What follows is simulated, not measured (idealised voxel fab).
Process module in this document: voxel self aligned vias
cross-section cut | 175 nm wide | cells 5 nm
Cross-section, as written here: a square-cell grid given band by band from the top down, where a band holds one or more rows of cells. Each band's line starts with the height of the band's top and of its bottom, in nm. Then come its materials from left to right, each with its width in nm. One material with "full width" fills the band from edge to edge. "empty" is empty space. Heights from 0 (as-received wafer is one material below). Bottom band endless downward, as "0 nm and below". Note: "30 to 40" means the width goes from the first number (top row of the band) to the second number (bottom row) in equal steps per row of cells. Key: "nothing changed" - step with no changed cell in the cross-section. Heads up: "Cavities, closed" only lists the empty pockets with no open path to the top that are 8 cells or more, and it writes them as width x height at distance, distance from the left edge, in nm. after a step's settings: what the simulator itself notes on the step. The line of a step may include "overlay nm". On a step with a mask, this value is how far to the right of its planned place the mask lay. A negative value means the mask lay to the left.
These are the steps we planned for the process
1. RECEIVE [material Si]
2. CONFORMAL_DEP [material SiO2] [thk nm 15]
3. CONFORMAL_DEP [material SiCN] [thk nm 5]
4. DIRECTIONAL_DEP [material lowk] [thk nm 20]
5. PATTERN [tone open] [mask id LINES] [material resist] [width nm 20] [pitch nm 70] [thk nm 15] [overlay nm 0]
6. DIRECTIONAL_ETCH [etch materials lowk] [depth nm 20]
7. STRIP [etch materials resist]
8. CONFORMAL_DEP [material TiN] [thk nm 5]
9. FILL_DEP [material Ru] [thk nm 10]
10. CMP [height nm 40]
11. SELECTIVE_ETCH [etch materials W Ru TiN] [depth nm 5]
12. FILL_DEP [material SiN] [thk nm 10]
13. CMP [height nm 40]
14. DIRECTIONAL_DEP [material lowk] [thk nm 20]
15. PATTERN [tone open] [mask id VIAS] [material resist] [width nm 40] [thk nm 20] [overlay nm 0]
16. DIRECTIONAL_ETCH [etch materials lowk] [depth nm 20]
17. DIRECTIONAL_ETCH [etch materials SiN] [depth nm 5]
18. STRIP [etch materials resist]
19. CONFORMAL_DEP [material TiN] [thk nm 5]
20. FILL_DEP [material W] [thk nm 5]
21. CMP [height nm 60]
22. CONFORMAL_DEP [material SiCN] [thk nm 5]
Incoming wafer, cross-sectional view, post step 1
> 0 nm and below  Si full width
> Cavities, closed: none
End-of-module XS, first of two wafers, run as planned
> 65 nm to 60 nm  SiCN full width
> 60 nm to 45 nm  30 nm lowk, 5 nm TiN, 30 nm W, 5 nm TiN, 105 nm lowk
> 45 nm to 40 nm  30 nm lowk, 15 nm TiN, 10 nm W, 15 nm TiN, 105 nm lowk
> 40 nm to 35 nm  40 nm lowk, 20 nm TiN, 50 nm lowk, 20 nm SiN, 45 nm lowk
> 35 nm to 25 nm  40 nm lowk, 5 nm TiN, 10 nm Ru, 5 nm TiN, 50 nm lowk, 5 nm TiN, 10 nm Ru, 5 nm TiN, 45 nm lowk
> 25 nm to 20 nm  40 nm lowk, 20 nm TiN, 50 nm lowk, 20 nm TiN, 45 nm lowk
> 20 nm to 15 nm  SiCN full width
> 15 nm to 0 nm  SiO2 full width
> 0 nm and below  Si full width
> Cavities, closed: none
Cross-sectional image of the second wafer of the two following completion of the module. Starting state and process plan were the same as for the first wafer; one execution error occurred
> 65 nm to 60 nm  SiCN full width
> 60 nm to 45 nm  35 nm lowk, 5 nm TiN, 30 nm W, 5 nm TiN, 100 nm lowk
> 45 nm to 40 nm  35 nm lowk, 10 nm TiN, 10 nm W, 20 nm TiN, 100 nm lowk
> 40 nm to 35 nm  40 nm lowk, 20 nm TiN, 50 nm lowk, 20 nm SiN, 45 nm lowk
> 35 nm to 25 nm  40 nm lowk, 5 nm TiN, 10 nm Ru, 5 nm TiN, 50 nm lowk, 5 nm TiN, 10 nm Ru, 5 nm TiN, 45 nm lowk
> 25 nm to 20 nm  40 nm lowk, 20 nm TiN, 50 nm lowk, 20 nm TiN, 45 nm lowk
> 20 nm to 15 nm  SiCN full width
> 15 nm to 0 nm  SiO2 full width
> 0 nm and below  Si full width
> Cavities, closed: none
Diagnosis: rather than as planned, step 15 actually ran as PATTERN [tone open] [mask id VIAS] [material resist] [width nm 40] [thk nm 20] [overlay nm 5]
At the close, every material occupies the same number of cells on the second wafer as on the first, only in different positions.
